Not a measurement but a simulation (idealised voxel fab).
process module | voxel self aligned vias
cross-section cut | 240 nm wide | cells 5 nm
A cross-section is a grid of square cells, given in bands from the top down. A band is one or more rows of cells.
Each band's line starts with the height of the band's top and of its bottom, in nm. Then come its materials from left to right, each with its width in nm. One material with "throughout" fills the band from edge to edge. "air" is empty space.
Height 0 is the level under which the wafer as received is all one material. The lowest band goes on downwards, as in "0 down".
A width such as "30 to 40" changes by the same amount from each row of cells to the next, from the band's top row to its bottom row.
"no change" after a step means that no cell of the cross-section changed.
closed voids: empty space of 8 cells or more with no open way to the top, each as width x height at its distance from the left edge, in nm
after a step's settings: what the simulator itself notes on the step
overlay nm, on a step with a mask: how far to the right of its planned place the mask lay; to the left if negative
Each pair below shows a cross-section before one step and the cross-section after it, down to the lowest band that changed. The line under each pair gives the step between them, with its settings. The pairs can come from different runs of this module on the same starting wafer, so a pair continues from the pair above only where its "before" says so.
before
  45 to 40: TiN 60 | air 15 | TiN 45 | air 15 | TiN 45 | air 15 | TiN 45
  40 to 20: lowk 55 | TiN 5 | air 15 | TiN 5 | lowk 35 | TiN 5 | air 15 | TiN 5 | lowk 35 | TiN 5 | air 15 | TiN 5 | lowk 40
  20 to 15: lowk 55 | TiN 25 | lowk 35 | TiN 25 | lowk 35 | TiN 25 | lowk 40
  15 to 10: SiCN throughout
  10 to 0: SiO2 throughout
  0 down: Si throughout
  closed voids: none
after
  50 to 45: W throughout
  45 to 40: TiN 60 | W 15 | TiN 45 | W 15 | TiN 45 | W 15 | TiN 45
  40 to 20: lowk 55 | TiN 5 | W 15 | TiN 5 | lowk 35 | TiN 5 | W 15 | TiN 5 | lowk 35 | TiN 5 | W 15 | TiN 5 | lowk 40
  below 20: unchanged
  closed voids: none
the step between: op FILL_DEP | material W | thk nm 5
before: the cross-section after the pair above
after
  40 to 20: lowk 55 | TiN 5 | W 15 | TiN 5 | lowk 35 | TiN 5 | W 15 | TiN 5 | lowk 35 | TiN 5 | W 15 | TiN 5 | lowk 40
  below 20: unchanged
  closed voids: none
the step between: op CMP | height nm 40
before: the cross-section after the pair above
after
  40 to 30: lowk 55 | air 25 | lowk 35 | air 25 | lowk 35 | air 25 | lowk 40
  below 30: unchanged
  closed voids: none
the step between: op SELECTIVE_ETCH | etch materials W Ru TiN | depth nm 10
before: the cross-section after the pair above
after
  50 to 40: SiN throughout
  40 to 30: lowk 55 | SiN 25 | lowk 35 | SiN 25 | lowk 35 | SiN 25 | lowk 40
  below 30: unchanged
  closed voids: none
the step between: op FILL_DEP | material SiN | thk nm 10
before: the cross-section after the pair above
after
  40 to 30: lowk 55 | SiN 25 | lowk 35 | SiN 25 | lowk 35 | SiN 25 | lowk 40
  below 30: unchanged
  closed voids: none
the step between: op CMP | height nm 40
before: the cross-section after the pair above
after
  60 to 40: lowk throughout
  below 40: unchanged
  closed voids: none
the step between: op DIRECTIONAL_DEP | material lowk | thk nm 20
before: the cross-section after the pair above
after
  70 to 60: aC throughout
  below 60: unchanged
  closed voids: none
the step between: op DIRECTIONAL_DEP | material aC | thk nm 10
before: the cross-section after the pair above
after
  100 to 70: resist 35 | air 45 | resist 75 | air 45 | resist 40
  below 70: unchanged
  closed voids: none
the step between: op PATTERN | tone open | mask id VIAS | material resist | width nm 45 | pitch nm 120 | thk nm 30 | overlay nm 0
before: the cross-section after the pair above
after
  90 to 70: resist 35 | air 45 | resist 75 | air 45 | resist 40
  70 to 60: aC 35 | air 45 | aC 75 | air 45 | aC 40
  below 60: unchanged
  closed voids: none
the step between: op DIRECTIONAL_ETCH | etch materials aC | depth nm 10
before: the cross-section after the pair above
after
  70 to 60: aC 35 | air 45 | aC 75 | air 45 | aC 40
  below 60: unchanged
  closed voids: none
the step between: op STRIP | etch materials resist
before: the cross-section after the pair above
after
  70 to 60: aC 35 | air 45 | aC 75 | air 45 | aC 40
  60 to 40: lowk 35 | air 45 | lowk 75 | air 45 | lowk 40
  below 40: unchanged
  closed voids: none
the step between: op DIRECTIONAL_ETCH | etch materials lowk | depth nm 20
before: the cross-section after the pair above
after
  70 to 60: aC 35 | air 45 | aC 75 | air 45 | aC 40
  60 to 40: lowk 35 | air 45 | lowk 75 | air 45 | lowk 40
  40 to 30: lowk 55 | air 25 | lowk 35 | SiN 25 | lowk 35 | air 25 | lowk 40
  below 30: unchanged
  closed voids: none
the step between: op DIRECTIONAL_ETCH | etch materials SiN | depth nm 10
before: the cross-section after the pair above
after
  60 to 40: lowk 35 | air 45 | lowk 75 | air 45 | lowk 40
  below 40: unchanged
  closed voids: none
the step between: op STRIP | etch materials aC
before: the cross-section after the pair above
after
  65 to 60: TiN 40 | air 35 | TiN 85 | air 35 | TiN 45
  60 to 45: lowk 35 | TiN 5 | air 35 | TiN 5 | lowk 75 | TiN 5 | air 35 | TiN 5 | lowk 40
  45 to 40: lowk 35 | TiN 25 | air 15 | TiN 5 | lowk 75 | TiN 25 | air 15 | TiN 5 | lowk 40
  40 to 35: lowk 55 | TiN 5 | air 15 | TiN 5 | lowk 35 | SiN 25 | lowk 35 | TiN 5 | air 15 | TiN 5 | lowk 40
  35 to 30: lowk 55 | TiN 25 | lowk 35 | SiN 25 | lowk 35 | TiN 25 | lowk 40
  below 30: unchanged
  closed voids: none
the step between: op CONFORMAL_DEP | material TiN | thk nm 5
before: the cross-section after the pair above
after
  70 to 65: Cu throughout
  65 to 60: TiN 40 | Cu 35 | TiN 85 | Cu 35 | TiN 45
  60 to 45: lowk 35 | TiN 5 | Cu 35 | TiN 5 | lowk 75 | TiN 5 | Cu 35 | TiN 5 | lowk 40
  45 to 40: lowk 35 | TiN 25 | Cu 15 | TiN 5 | lowk 75 | TiN 25 | Cu 15 | TiN 5 | lowk 40
  40 to 35: lowk 55 | TiN 5 | Cu 15 | TiN 5 | lowk 35 | SiN 25 | lowk 35 | TiN 5 | Cu 15 | TiN 5 | lowk 40
  below 35: unchanged
  closed voids: none
the step between: op FILL_DEP | material Cu | thk nm 5
before: the cross-section after the pair above
after
  60 to 45: lowk 35 | TiN 5 | Cu 35 | TiN 5 | lowk 75 | TiN 5 | Cu 35 | TiN 5 | lowk 40
  below 45: unchanged
  closed voids: none
the step between: op CMP | height nm 60
before: the cross-section after the pair above
after
  65 to 60: SiN throughout
  below 60: unchanged
  closed voids: none
the step between: op CONFORMAL_DEP | material SiN | thk nm 5
before
  45 to 40: TiN 50 | air 15 | TiN 45 | air 15 | TiN 45 | air 15 | TiN 55
  40 to 20: lowk 45 | TiN 5 | air 15 | TiN 5 | lowk 35 | TiN 5 | air 15 | TiN 5 | lowk 35 | TiN 5 | air 15 | TiN 5 | lowk 50
  20 to 15: lowk 45 | TiN 25 | lowk 35 | TiN 25 | lowk 35 | TiN 25 | lowk 50
  15 to 10: SiCN throughout
  10 to 0: SiO2 throughout
  0 down: Si throughout
  closed voids: none
after
  50 to 45: aC throughout
  45 to 40: TiN 50 | aC 15 | TiN 45 | aC 15 | TiN 45 | aC 15 | TiN 55
  40 to 20: lowk 45 | TiN 5 | aC 15 | TiN 5 | lowk 35 | TiN 5 | aC 15 | TiN 5 | lowk 35 | TiN 5 | aC 15 | TiN 5 | lowk 50
  below 20: unchanged
  closed voids: none
the step between: op FILL_DEP | material aC | thk nm 5
before: the cross-section after the pair above
after
  40 to 20: lowk 45 | TiN 5 | aC 15 | TiN 5 | lowk 35 | TiN 5 | aC 15 | TiN 5 | lowk 35 | TiN 5 | aC 15 | TiN 5 | lowk 50
  below 20: unchanged
  closed voids: none
the step between: op CMP | height nm 40
before: the cross-section after the pair above
after
  40 to 30: lowk 45 | air 5 | aC 15 | air 5 | lowk 35 | air 5 | aC 15 | air 5 | lowk 35 | air 5 | aC 15 | air 5 | lowk 50
  below 30: unchanged
  closed voids: none
the step between: op SELECTIVE_ETCH | etch materials W Ru TiN | depth nm 10
before: the cross-section after the pair above
after
  50 to 40: SiN throughout
  40 to 30: lowk 45 | SiN 5 | aC 15 | SiN 5 | lowk 35 | SiN 5 | aC 15 | SiN 5 | lowk 35 | SiN 5 | aC 15 | SiN 5 | lowk 50
  below 30: unchanged
  closed voids: none
the step between: op FILL_DEP | material SiN | thk nm 10
before: the cross-section after the pair above
after
  40 to 30: lowk 45 | SiN 5 | aC 15 | SiN 5 | lowk 35 | SiN 5 | aC 15 | SiN 5 | lowk 35 | SiN 5 | aC 15 | SiN 5 | lowk 50
  below 30: unchanged
  closed voids: none
the step between: op CMP | height nm 40
before: the cross-section after the pair above
after
  60 to 40: lowk throughout
  below 40: unchanged
  closed voids: none
the step between: op DIRECTIONAL_DEP | material lowk | thk nm 20
before: the cross-section after the pair above
after
  70 to 60: aC throughout
  below 60: unchanged
  closed voids: none
the step between: op DIRECTIONAL_DEP | material aC | thk nm 10
before: the cross-section after the pair above
after
  100 to 70: resist 35 | air 45 | resist 75 | air 45 | resist 40
  below 70: unchanged
  closed voids: none
the step between: op PATTERN | tone open | mask id VIAS | material resist | width nm 45 | pitch nm 120 | thk nm 30 | overlay nm 0
before: the cross-section after the pair above
after
  90 to 70: resist 35 | air 45 | resist 75 | air 45 | resist 40
  70 to 60: aC 35 | air 45 | aC 75 | air 45 | aC 40
  below 60: unchanged
  closed voids: none
the step between: op DIRECTIONAL_ETCH | etch materials aC | depth nm 10
before: the cross-section after the pair above
after
  70 to 60: aC 35 | air 45 | aC 75 | air 45 | aC 40
  below 60: unchanged
  closed voids: none
the step between: op STRIP | etch materials resist
before: the cross-section after the pair above
after
  70 to 60: aC 35 | air 45 | aC 75 | air 45 | aC 40
  60 to 40: lowk 35 | air 45 | lowk 75 | air 45 | lowk 40
  below 40: unchanged
  closed voids: none
the step between: op DIRECTIONAL_ETCH | etch materials lowk | depth nm 20
before: the cross-section after the pair above
after
  70 to 60: aC 35 | air 45 | aC 75 | air 45 | aC 40
  60 to 40: lowk 35 | air 45 | lowk 75 | air 45 | lowk 40
  40 to 30: lowk 45 | air 5 | aC 15 | air 5 | lowk 35 | SiN 5 | aC 15 | SiN 5 | lowk 35 | air 5 | aC 15 | air 5 | lowk 50
  below 30: unchanged
  closed voids: none
the step between: op DIRECTIONAL_ETCH | etch materials SiN | depth nm 10
before: the cross-section after the pair above
after
  60 to 40: lowk 35 | air 45 | lowk 75 | air 45 | lowk 40
  40 to 30: lowk 45 | air 25 | lowk 35 | SiN 5 | aC 15 | SiN 5 | lowk 35 | air 25 | lowk 50
  30 to 20: lowk 45 | TiN 5 | air 15 | TiN 5 | lowk 35 | TiN 5 | aC 15 | TiN 5 | lowk 35 | TiN 5 | air 15 | TiN 5 | lowk 50
  below 20: unchanged
  closed voids: none
the step between: op STRIP | etch materials aC
before: the cross-section after the pair above
after
  65 to 60: TiN 40 | air 35 | TiN 85 | air 35 | TiN 45
  60 to 45: lowk 35 | TiN 5 | air 35 | TiN 5 | lowk 75 | TiN 5 | air 35 | TiN 5 | lowk 40
  45 to 40: lowk 35 | TiN 15 | air 15 | TiN 15 | lowk 75 | TiN 15 | air 15 | TiN 15 | lowk 40
  40 to 30: lowk 45 | TiN 5 to 10 | air 15 to 5 | TiN 5 to 10 | lowk 35 | SiN 5 | aC 15 | SiN 5 | lowk 35 | TiN 5 to 10 | air 15 to 5 | TiN 5 to 10 | lowk 50
  30 to 25: lowk 45 | TiN 10 | air 5 | TiN 10 | lowk 35 | TiN 5 | aC 15 | TiN 5 | lowk 35 | TiN 10 | air 5 | TiN 10 | lowk 50
  25 to 20: lowk 45 | TiN 25 | lowk 35 | TiN 5 | aC 15 | TiN 5 | lowk 35 | TiN 25 | lowk 50
  below 20: unchanged
  closed voids: none
the step between: op CONFORMAL_DEP | material TiN | thk nm 5
before: the cross-section after the pair above
after
  70 to 65: Cu throughout
  65 to 60: TiN 40 | Cu 35 | TiN 85 | Cu 35 | TiN 45
  60 to 45: lowk 35 | TiN 5 | Cu 35 | TiN 5 | lowk 75 | TiN 5 | Cu 35 | TiN 5 | lowk 40
  45 to 40: lowk 35 | TiN 15 | Cu 15 | TiN 15 | lowk 75 | TiN 15 | Cu 15 | TiN 15 | lowk 40
  40 to 30: lowk 45 | TiN 5 to 10 | Cu 15 to 5 | TiN 5 to 10 | lowk 35 | SiN 5 | aC 15 | SiN 5 | lowk 35 | TiN 5 to 10 | Cu 15 to 5 | TiN 5 to 10 | lowk 50
  30 to 25: lowk 45 | TiN 10 | Cu 5 | TiN 10 | lowk 35 | TiN 5 | aC 15 | TiN 5 | lowk 35 | TiN 10 | Cu 5 | TiN 10 | lowk 50
  below 25: unchanged
  closed voids: none
the step between: op FILL_DEP | material Cu | thk nm 5
before: the cross-section after the pair above
after
  60 to 45: lowk 35 | TiN 5 | Cu 35 | TiN 5 | lowk 75 | TiN 5 | Cu 35 | TiN 5 | lowk 40
  below 45: unchanged
  closed voids: none
the step between: op CMP | height nm 60
before: the cross-section after the pair above
after
  65 to 60: SiN throughout
  below 60: unchanged
  closed voids: none
the step between: op CONFORMAL_DEP | material SiN | thk nm 5
before
  70 to 60: aC throughout
  60 to 40: lowk throughout
  40 to 30: lowk 45 | SiN 25 | lowk 35 | SiN 25 | lowk 35 | SiN 25 | lowk 50
  30 to 20: lowk 45 | TiN 5 | W 15 | TiN 5 | lowk 35 | TiN 5 | W 15 | TiN 5 | lowk 35 | TiN 5 | W 15 | TiN 5 | lowk 50
  20 to 15: lowk 45 | TiN 25 | lowk 35 | TiN 25 | lowk 35 | TiN 25 | lowk 50
  15 to 10: SiCN throughout
  10 to 0: SiO2 throughout
  0 down: Si throughout
  closed voids: none
after
  100 to 70: air 35 | resist 45 | air 75 | resist 45 | air 40
  below 70: unchanged
  closed voids: none
the step between: op PATTERN | tone cover | mask id VIAS | material resist | width nm 45 | pitch nm 120 | thk nm 30 | overlay nm 0
before: the cross-section after the pair above
after
  90 to 70: air 35 | resist 45 | air 75 | resist 45 | air 40
  70 to 60: air 35 | aC 45 | air 75 | aC 45 | air 40
  below 60: unchanged
  closed voids: none
the step between: op DIRECTIONAL_ETCH | etch materials aC | depth nm 10
before: the cross-section after the pair above
after
  70 to 60: air 35 | aC 45 | air 75 | aC 45 | air 40
  below 60: unchanged
  closed voids: none
the step between: op STRIP | etch materials resist
before: the cross-section after the pair above
after
  70 to 60: air 35 | aC 45 | air 75 | aC 45 | air 40
  60 to 40: air 35 | lowk 45 | air 75 | lowk 45 | air 40
  below 40: unchanged
  closed voids: none
the step between: op DIRECTIONAL_ETCH | etch materials lowk | depth nm 20
before: the cross-section after the pair above
after
  70 to 60: air 35 | aC 45 | air 75 | aC 45 | air 40
  60 to 40: air 35 | lowk 45 | air 75 | lowk 45 | air 40
  40 to 30: lowk 45 | SiN 25 | lowk 35 | air 25 | lowk 35 | SiN 25 | lowk 50
  below 30: unchanged
  closed voids: none
the step between: op DIRECTIONAL_ETCH | etch materials SiN | depth nm 10
before: the cross-section after the pair above
after
  60 to 40: air 35 | lowk 45 | air 75 | lowk 45 | air 40
  below 40: unchanged
  closed voids: none
the step between: op STRIP | etch materials aC
before: the cross-section after the pair above
after
  65 to 60: air 30 | TiN 55 | air 65 | TiN 55 | air 35
  60 to 45: air 30 | TiN 5 | lowk 45 | TiN 5 | air 65 | TiN 5 | lowk 45 | TiN 5 | air 35
  45 to 40: TiN 35 | lowk 45 | TiN 30 | air 15 | TiN 30 | lowk 45 | TiN 40
  40 to 35: lowk 45 | SiN 25 | lowk 35 | TiN 5 | air 15 | TiN 5 | lowk 35 | SiN 25 | lowk 50
  35 to 30: lowk 45 | SiN 25 | lowk 35 | TiN 25 | lowk 35 | SiN 25 | lowk 50
  below 30: unchanged
  closed voids: none
the step between: op CONFORMAL_DEP | material TiN | thk nm 5
before: the cross-section after the pair above
after
  70 to 65: Cu throughout
  65 to 60: Cu 30 | TiN 55 | Cu 65 | TiN 55 | Cu 35
  60 to 45: Cu 30 | TiN 5 | lowk 45 | TiN 5 | Cu 65 | TiN 5 | lowk 45 | TiN 5 | Cu 35
  45 to 40: TiN 35 | lowk 45 | TiN 30 | Cu 15 | TiN 30 | lowk 45 | TiN 40
  40 to 35: lowk 45 | SiN 25 | lowk 35 | TiN 5 | Cu 15 | TiN 5 | lowk 35 | SiN 25 | lowk 50
  below 35: unchanged
  closed voids: none
the step between: op FILL_DEP | material Cu | thk nm 5
before: the cross-section after the pair above
after
  60 to 45: Cu 30 | TiN 5 | lowk 45 | TiN 5 | Cu 65 | TiN 5 | lowk 45 | TiN 5 | Cu 35
  below 45: unchanged
  closed voids: none
the step between: op CMP | height nm 60
before: the cross-section after the pair above
after
  65 to 60: SiN throughout
  below 60: unchanged
  closed voids: none
the step between: op CONFORMAL_DEP | material SiN | thk nm 5
